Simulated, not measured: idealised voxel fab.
process module | voxel transistor to metal
cross-section cut | 295 nm wide | cells 5 nm
A cross-section is a grid of square cells, given in bands from the top down. A band is one or more rows of cells.
Each band's line starts with the height of the band's top and of its bottom, in nm. Then come its materials from left to right, each with its width in nm. One material with "throughout" fills the band from edge to edge. "air" is empty space.
Height 0 is the level under which the wafer as received is all one material. The lowest band goes on downwards, as in "0 down".
A width such as "30 to 40" changes by the same amount from each row of cells to the next, from the band's top row to its bottom row.
"no change" after a step means that no cell of the cross-section changed.
closed voids: empty space of 8 cells or more with no open way to the top, each as width x height at its distance from the left edge, in nm
after a step's settings: what the simulator itself notes on the step
overlay nm, on a step with a mask: how far to the right of its planned place the mask lay; to the left if negative
plan
1 op RECEIVE | material Si
2 op CONFORMAL_DEP | material SiO2 | thk nm 5
3 op CONFORMAL_DEP | material SiN | thk nm 10
4 op DIRECTIONAL_DEP | material aC | thk nm 10
5 op PATTERN | tone cover | mask id ACTIVE | material resist | width nm 95 | pitch nm 120 | thk nm 25 | overlay nm 0
6 op DIRECTIONAL_ETCH | etch materials aC | depth nm 10
7 op STRIP | etch materials resist
8 op DIRECTIONAL_ETCH | etch materials SiN | depth nm 10
9 op DIRECTIONAL_ETCH | etch materials SiO2 | depth nm 5
10 op DIRECTIONAL_ETCH | etch materials Si | depth nm 30
11 op STRIP | etch materials aC
12 op FILL_DEP | material SiO2 | thk nm 10
13 op CMP | height nm 15
14 op SELECTIVE_ETCH | etch materials SiO2 | depth nm 5
15 op STRIP | etch materials SiN
16 op SELECTIVE_ETCH | etch materials SiO2 | depth nm 5
17 op OXIDIZE | depth nm 5
18 op DIRECTIONAL_DEP | material polySi | thk nm 20
19 op DIRECTIONAL_DEP | material SiCN | thk nm 10
20 op MASKED_ETCH | tone cover | mask id GATE | width nm 25 | pitch nm 120 | etch materials SiCN | depth nm 20 | overlay nm 0
21 op MASKED_ETCH | tone cover | mask id GATE | width nm 25 | pitch nm 120 | etch materials polySi | depth nm 30 | overlay nm 0
22 op CONFORMAL_DEP | material SiO2 | thk nm 5
23 op DIRECTIONAL_ETCH | etch materials SiO2 | depth nm 5
24 op CONFORMAL_DEP | material SiN | thk nm 5
25 op DIRECTIONAL_ETCH | etch materials SiN | depth nm 5
26 op DIRECTIONAL_ETCH | etch materials SiO2 | depth nm 5
27 op DIRECTIONAL_ETCH | etch materials Si | depth nm 15
28 op EPI | material nSi | thk nm 15
29 op FILL_DEP | material SiO2 | thk nm 10
30 op CMP | height nm 20
31 op STRIP | etch materials polySi
32 op SELECTIVE_ETCH | etch materials SiO2 | depth nm 5
33 op CONFORMAL_DEP | material HfO2 | thk nm 5
34 op CONFORMAL_DEP | material TiN | thk nm 5
35 op FILL_DEP | material W | thk nm 5
36 op CMP | height nm 15
37 op DIRECTIONAL_DEP | material SiO2 | thk nm 10
38 op MASKED_ETCH | tone open | mask id CONTACT | width nm 15 | etch materials SiO2 | depth nm 15 | overlay nm 0
39 op CONFORMAL_DEP | material TiN | thk nm 5
40 op FILL_DEP | material Ru | thk nm 10
41 op CMP | height nm 25
42 op DIRECTIONAL_DEP | material TiN | thk nm 5
43 op DIRECTIONAL_DEP | material Ru | thk nm 20
44 op DIRECTIONAL_DEP | material aC | thk nm 10
45 op PATTERN | tone cover | mask id METAL_1 | material resist | width nm 15 | thk nm 30 | overlay nm 0
46 op DIRECTIONAL_ETCH | etch materials aC | depth nm 10
47 op STRIP | etch materials resist
48 op DIRECTIONAL_ETCH | etch materials Ru | depth nm 20
49 op DIRECTIONAL_ETCH | etch materials TiN | depth nm 5
50 op STRIP | etch materials aC
51 op CONFORMAL_DEP | material SiCN | thk nm 5
52 op FILL_DEP | material SiO2 | thk nm 10
53 op CMP | height nm 50
54 op CONFORMAL_DEP | material SiCN | thk nm 5
as received, after step 1
  0 down: Si throughout
  closed voids: none
a wafer at the end: this start, this plan, one mistake
  55 to 50: SiCN throughout
  50 to 30: SiO2 40 | SiCN 5 | Ru 15 | SiCN 5 | SiO2 45 | SiCN 5 | Ru 15 | SiCN 5 | SiO2 25 | SiCN 5 | Ru 15 | SiCN 5 | SiO2 45 | SiCN 5 | Ru 15 | SiCN 5 | SiO2 40
  30 to 25: SiCN 45 | TiN 15 | SiCN 55 | TiN 15 | SiCN 35 | TiN 15 | SiCN 55 | TiN 15 | SiCN 45
  25 to 15: SiO2 45 | TiN 5 | Ru 5 | TiN 5 | SiO2 55 | TiN 5 | Ru 5 | TiN 5 | SiO2 35 | TiN 5 | Ru 5 | TiN 5 | SiO2 55 | TiN 5 | Ru 5 | TiN 5 | SiO2 45
  15 to 10: SiO2 45 | TiN 15 | SiO2 5 | SiN 5 | HfO2 5 | TiN 5 | W 15 | TiN 5 | HfO2 5 | SiN 5 | SiO2 5 | TiN 15 | SiO2 35 | TiN 15 | SiO2 5 | SiN 5 | HfO2 5 | TiN 5 | W 15 | TiN 5 | HfO2 5 | SiN 5 | SiO2 5 | TiN 15 | SiO2 45
  10 to 5: SiO2 20 | nSi 20 | SiO2 25 | SiN 5 | HfO2 5 | TiN 25 | HfO2 5 | SiN 5 | SiO2 25 | nSi 25 | SiO2 25 | SiN 5 | HfO2 5 | TiN 25 | HfO2 5 | SiN 5 | SiO2 25 | nSi 20 | SiO2 20
  5 to 0: SiO2 20 | nSi 15 | SiN 5 | SiO2 30 | HfO2 35 | SiO2 30 | SiN 5 | nSi 15 | SiN 5 | SiO2 30 | HfO2 35 | SiO2 30 | SiN 5 | nSi 15 | SiO2 20
  0 to -5: SiO2 20 | nSi 15 | SiO2 105 | nSi 15 | SiO2 105 | nSi 15 | SiO2 20
  -5 to -20: nSi 35 | Si 5 | SiO2 95 | Si 5 | nSi 15 | Si 5 | SiO2 95 | Si 5 | nSi 35
  -20 to -30: Si 40 | SiO2 95 | Si 25 | SiO2 95 | Si 40
  -30 down: Si throughout
  closed voids: none
what went wrong: step 5 ran as: op PATTERN | tone open | mask id ACTIVE | material resist | width nm 95 | pitch nm 120 | thk nm 25 | overlay nm 0
